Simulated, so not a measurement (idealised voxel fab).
The name of this process module is voxel wiring stack.
FYI the section here is cut, 300 nm wide, cells are 5 nm squares.
When this document writes out a cross-section, it uses a grid of square cells and lists it as bands, beginning at the top and moving down, with a band standing for one or more rows of cells. Heights first: top, then bottom, in nm. Then materials, left to right, each with a width in nm. "everywhere" on a single material: fills the band edge to edge. "empty": empty space. Counting heights begins at 0, where everything beneath is, in the wafer as received, one material. The lowest band has no bottom; it goes on downwards, as "0 and below" shows. You'd read "30 to 40" like this: the band's top row of cells is as wide as the first number, its bottom row is as wide as the second, and going down, every row changes width by the same amount as the row before did. Where a step carries "changes: none", the cross-section came out of it unchanged, cell for cell. Empty spaces counting at least 8 cells and having no open way to the top are listed in "Voids, sealed". The notation width x height at distance is used for each, the distance being from the left edge and all three values in nm. What comes after the settings on a step's line is commentary from the simulator itself on that step. "overlay nm" on a masked step: distance the mask lay right of its planned place, negative for left.

Process steps - plan:
1,RECEIVE | material Si
2,CONFORMAL_DEP | material SiO2 | thk nm 15
3,DIRECTIONAL_DEP | material TiN | thk nm 5
4,DIRECTIONAL_DEP | material Ru | thk nm 25
5,PATTERN | tone cover | mask id METAL_1 | material resist | width nm 20 | pitch nm 35 | thk nm 20 | overlay nm 0
6,DIRECTIONAL_ETCH | etch materials Ru | depth nm 25
7,DIRECTIONAL_ETCH | etch materials TiN | depth nm 5
8,STRIP | etch materials resist
9,FILL_DEP | material SiO2 | thk nm 5
10,CMP | height nm 45
11,CONFORMAL_DEP | material SiCN | thk nm 5
12,DIRECTIONAL_DEP | material SiO2 | thk nm 30
13,PATTERN | tone open | mask id METAL_2_HOLES | material resist | width nm 15 | pitch nm 35 | thk nm 20 | overlay nm 0
14,DIRECTIONAL_ETCH | etch materials SiO2 | depth nm 30
15,STRIP | etch materials resist
16,PATTERN | tone open | mask id METAL_2 | material resist | width nm 20 | pitch nm 35 | thk nm 20 | overlay nm 0
17,DIRECTIONAL_ETCH | etch materials SiO2 | depth nm 15
18,DIRECTIONAL_ETCH | etch materials SiCN | depth nm 5
19,STRIP | etch materials resist
20,CONFORMAL_DEP | material TiN | thk nm 5
21,FILL_DEP | material Cu | thk nm 10
22,CMP | height nm 80
23,CONFORMAL_DEP | material SiCN | thk nm 5
24,DIRECTIONAL_DEP | material SiO2 | thk nm 10
25,MASKED_ETCH | tone open | mask id PLUG_2 | width nm 15 | pitch nm 35 | etch materials SiO2 | depth nm 10 | overlay nm 0
26,MASKED_ETCH | tone open | mask id PLUG_2 | width nm 15 | pitch nm 35 | etch materials SiCN | depth nm 5 | overlay nm 0
27,EPI | material Ru | thk nm 10
28,EPI | material Ru | thk nm 5
29,DIRECTIONAL_DEP | material TiN | thk nm 5
30,DIRECTIONAL_DEP | material Ru | thk nm 20
31,MASKED_ETCH | tone cover | mask id METAL_3 | width nm 20 | pitch nm 35 | etch materials Ru | depth nm 20 | overlay nm 0
32,MASKED_ETCH | tone cover | mask id METAL_3 | width nm 20 | pitch nm 35 | etch materials TiN | depth nm 5 | overlay nm 0
33,FILL_DEP | material SiO2 | thk nm 10
34,CMP | height nm 120
35,CONFORMAL_DEP | material SiCN | thk nm 5
36,DIRECTIONAL_DEP | material SiO2 | thk nm 20
37,DIRECTIONAL_DEP | material aC | thk nm 10
38,PATTERN | tone open | mask id PLUG_3 | material resist | width nm 15 | pitch nm 35 | thk nm 25 | overlay nm 0
39,DIRECTIONAL_ETCH | etch materials aC | depth nm 10
40,STRIP | etch materials resist
41,DIRECTIONAL_ETCH | etch materials SiO2 | depth nm 20
42,DIRECTIONAL_ETCH | etch materials SiCN | depth nm 5
43,STRIP | etch materials aC
44,CONFORMAL_DEP | material TiN | thk nm 5
45,FILL_DEP | material Cu | thk nm 10
46,CMP | height nm 145
47,DIRECTIONAL_DEP | material TiN | thk nm 5
48,DIRECTIONAL_DEP | material W | thk nm 25
49,MASKED_ETCH | tone cover | mask id METAL_4 | width nm 20 | pitch nm 35 | etch materials W | depth nm 25 | overlay nm 0
50,MASKED_ETCH | tone cover | mask id METAL_4 | width nm 20 | pitch nm 35 | etch materials TiN | depth nm 5 | overlay nm 0
51,CONFORMAL_DEP | material SiN | thk nm 5
52,FILL_DEP | material lowk | thk nm 5
53,CMP | height nm 175
54,CONFORMAL_DEP | material SiN | thk nm 5

Received-state cross-section, reflecting completion of step 1:
- 0 and below = Si everywhere
- Voids, sealed: none

First of two wafers: cross-section at end of module, run per plan:
- 180 down to 175 = SiN everywhere
- 175 down to 150 = lowk 80 nm, then SiN 5 nm, then W 20 nm, then SiN 5 nm, then lowk 5 nm, then SiN 5 nm, then W 20 nm, then SiN 5 nm, then lowk 5 nm, then SiN 5 nm, then W 20 nm, then SiN 5 nm, then lowk 5 nm, then SiN 5 nm, then W 20 nm, then SiN 5 nm, then lowk 85 nm
- 150 down to 145 = SiN 85 nm, then TiN 20 nm, then SiN 15 nm, then TiN 20 nm, then SiN 15 nm, then TiN 20 nm, then SiN 15 nm, then TiN 20 nm, then SiN 90 nm
- 145 down to 125 = SiO2 85 nm, then TiN 5 nm, then Cu 5 nm, then TiN 5 nm, then SiO2 20 nm, then TiN 5 nm, then Cu 5 nm, then TiN 5 nm, then SiO2 20 nm, then TiN 5 nm, then Cu 5 nm, then TiN 5 nm, then SiO2 20 nm, then TiN 5 nm, then Cu 5 nm, then TiN 5 nm, then SiO2 95 nm
- 125 down to 120 = SiCN 85 nm, then TiN 15 nm, then SiCN 20 nm, then TiN 15 nm, then SiCN 20 nm, then TiN 15 nm, then SiCN 20 nm, then TiN 15 nm, then SiCN 95 nm
- 120 down to 100 = SiO2 85 nm, then Ru 20 nm, then SiO2 15 nm, then Ru 20 nm, then SiO2 15 nm, then Ru 20 nm, then SiO2 15 nm, then Ru 20 nm, then SiO2 90 nm
- 100 down to 95 = SiO2 85 nm, then TiN 20 nm, then SiO2 15 nm, then TiN 20 nm, then SiO2 15 nm, then TiN 20 nm, then SiO2 15 nm, then TiN 20 nm, then SiO2 90 nm
- 95 down to 85 = SiO2 85 nm, then Ru 15 nm, then SiO2 20 nm, then Ru 15 nm, then SiO2 20 nm, then Ru 15 nm, then SiO2 20 nm, then Ru 15 nm, then SiO2 95 nm
- 85 down to 80 = SiCN 85 nm, then Ru 15 nm, then SiCN 20 nm, then Ru 15 nm, then SiCN 20 nm, then Ru 15 nm, then SiCN 20 nm, then Ru 15 nm, then SiCN 95 nm
- 80 down to 70 = SiO2 85 nm, then TiN 5 nm, then Cu 10 nm, then TiN 5 nm, then SiO2 15 nm, then TiN 5 nm, then Cu 10 nm, then TiN 5 nm, then SiO2 15 nm, then TiN 5 nm, then Cu 10 nm, then TiN 5 nm, then SiO2 15 nm, then TiN 5 nm, then Cu 10 nm, then TiN 5 nm, then SiO2 90 nm
- 70 down to 65 = SiO2 85 nm, then TiN 5 nm, then Cu 5 nm, then TiN 10 nm, then SiO2 15 nm, then TiN 5 nm, then Cu 5 nm, then TiN 10 nm, then SiO2 15 nm, then TiN 5 nm, then Cu 5 nm, then TiN 10 nm, then SiO2 15 nm, then TiN 5 nm, then Cu 5 nm, then TiN 10 nm, then SiO2 90 nm
- 65 down to 50 = SiO2 85 nm, then TiN 5 nm, then Cu 5 nm, then TiN 5 nm, then SiO2 20 nm, then TiN 5 nm, then Cu 5 nm, then TiN 5 nm, then SiO2 20 nm, then TiN 5 nm, then Cu 5 nm, then TiN 5 nm, then SiO2 20 nm, then TiN 5 nm, then Cu 5 nm, then TiN 5 nm, then SiO2 95 nm
- 50 down to 45 = SiCN 85 nm, then TiN 15 nm, then SiCN 20 nm, then TiN 15 nm, then SiCN 20 nm, then TiN 15 nm, then SiCN 20 nm, then TiN 15 nm, then SiCN 95 nm
- 45 down to 20 = SiO2 85 nm, then Ru 20 nm, then SiO2 15 nm, then Ru 20 nm, then SiO2 15 nm, then Ru 20 nm, then SiO2 15 nm, then Ru 20 nm, then SiO2 90 nm
- 20 down to 15 = SiO2 85 nm, then TiN 20 nm, then SiO2 15 nm, then TiN 20 nm, then SiO2 15 nm, then TiN 20 nm, then SiO2 15 nm, then TiN 20 nm, then SiO2 90 nm
- 15 down to 0 = SiO2 everywhere
- 0 and below = Si everywhere
- Voids, sealed: none

Presented here is a cross-section of the second of the two wafers as it stood at the end of the module. It was started in the same manner and assigned the same plan as the first wafer; however, one mistake was made in its execution:
- 180 down to 175 = SiN everywhere
- 175 down to 150 = lowk 80 nm, then SiN 5 nm, then W 20 nm, then SiN 5 nm, then lowk 5 nm, then SiN 5 nm, then W 20 nm, then SiN 5 nm, then lowk 5 nm, then SiN 5 nm, then W 20 nm, then SiN 5 nm, then lowk 5 nm, then SiN 5 nm, then W 20 nm, then SiN 5 nm, then lowk 85 nm
- 150 down to 145 = SiN 85 nm, then TiN 20 nm, then SiN 15 nm, then TiN 20 nm, then SiN 15 nm, then TiN 20 nm, then SiN 15 nm, then TiN 20 nm, then SiN 90 nm
- 145 down to 125 = SiO2 85 nm, then TiN 5 nm, then Cu 5 nm, then TiN 5 nm, then SiO2 20 nm, then TiN 5 nm, then Cu 5 nm, then TiN 5 nm, then SiO2 20 nm, then TiN 5 nm, then Cu 5 nm, then TiN 5 nm, then SiO2 20 nm, then TiN 5 nm, then Cu 5 nm, then TiN 5 nm, then SiO2 95 nm
- 125 down to 120 = SiCN 85 nm, then TiN 15 nm, then SiCN 20 nm, then TiN 15 nm, then SiCN 20 nm, then TiN 15 nm, then SiCN 20 nm, then TiN 15 nm, then SiCN 95 nm
- 120 down to 100 = SiO2 85 nm, then Ru 20 nm, then SiO2 15 nm, then Ru 20 nm, then SiO2 15 nm, then Ru 20 nm, then SiO2 15 nm, then Ru 20 nm, then SiO2 90 nm
- 100 down to 95 = SiO2 85 nm, then TiN 20 nm, then SiO2 15 nm, then TiN 20 nm, then SiO2 15 nm, then TiN 20 nm, then SiO2 15 nm, then TiN 20 nm, then SiO2 90 nm
- 95 down to 85 = SiO2 75 nm, then Ru 140 nm, then SiO2 85 nm
- 85 down to 80 = SiCN 85 nm, then Ru 15 nm, then SiCN 20 nm, then Ru 15 nm, then SiCN 20 nm, then Ru 15 nm, then SiCN 20 nm, then Ru 15 nm, then SiCN 95 nm
- 80 down to 70 = SiO2 85 nm, then TiN 5 nm, then Cu 10 nm, then TiN 5 nm, then SiO2 15 nm, then TiN 5 nm, then Cu 10 nm, then TiN 5 nm, then SiO2 15 nm, then TiN 5 nm, then Cu 10 nm, then TiN 5 nm, then SiO2 15 nm, then TiN 5 nm, then Cu 10 nm, then TiN 5 nm, then SiO2 90 nm
- 70 down to 65 = SiO2 85 nm, then TiN 5 nm, then Cu 5 nm, then TiN 10 nm, then SiO2 15 nm, then TiN 5 nm, then Cu 5 nm, then TiN 10 nm, then SiO2 15 nm, then TiN 5 nm, then Cu 5 nm, then TiN 10 nm, then SiO2 15 nm, then TiN 5 nm, then Cu 5 nm, then TiN 10 nm, then SiO2 90 nm
- 65 down to 50 = SiO2 85 nm, then TiN 5 nm, then Cu 5 nm, then TiN 5 nm, then SiO2 20 nm, then TiN 5 nm, then Cu 5 nm, then TiN 5 nm, then SiO2 20 nm, then TiN 5 nm, then Cu 5 nm, then TiN 5 nm, then SiO2 20 nm, then TiN 5 nm, then Cu 5 nm, then TiN 5 nm, then SiO2 95 nm
- 50 down to 45 = SiCN 85 nm, then TiN 15 nm, then SiCN 20 nm, then TiN 15 nm, then SiCN 20 nm, then TiN 15 nm, then SiCN 20 nm, then TiN 15 nm, then SiCN 95 nm
- 45 down to 20 = SiO2 85 nm, then Ru 20 nm, then SiO2 15 nm, then Ru 20 nm, then SiO2 15 nm, then Ru 20 nm, then SiO2 15 nm, then Ru 20 nm, then SiO2 90 nm
- 20 down to 15 = SiO2 85 nm, then TiN 20 nm, then SiO2 15 nm, then TiN 20 nm, then SiO2 15 nm, then TiN 20 nm, then SiO2 15 nm, then TiN 20 nm, then SiO2 90 nm
- 15 down to 0 = SiO2 everywhere
- 0 and below = Si everywhere
- Voids, sealed: none
Misprocessing identified: plan step 24 skipped
End of process, cell counts, second wafer against first, materials with more or fewer: +32 Ru, -32 SiO2
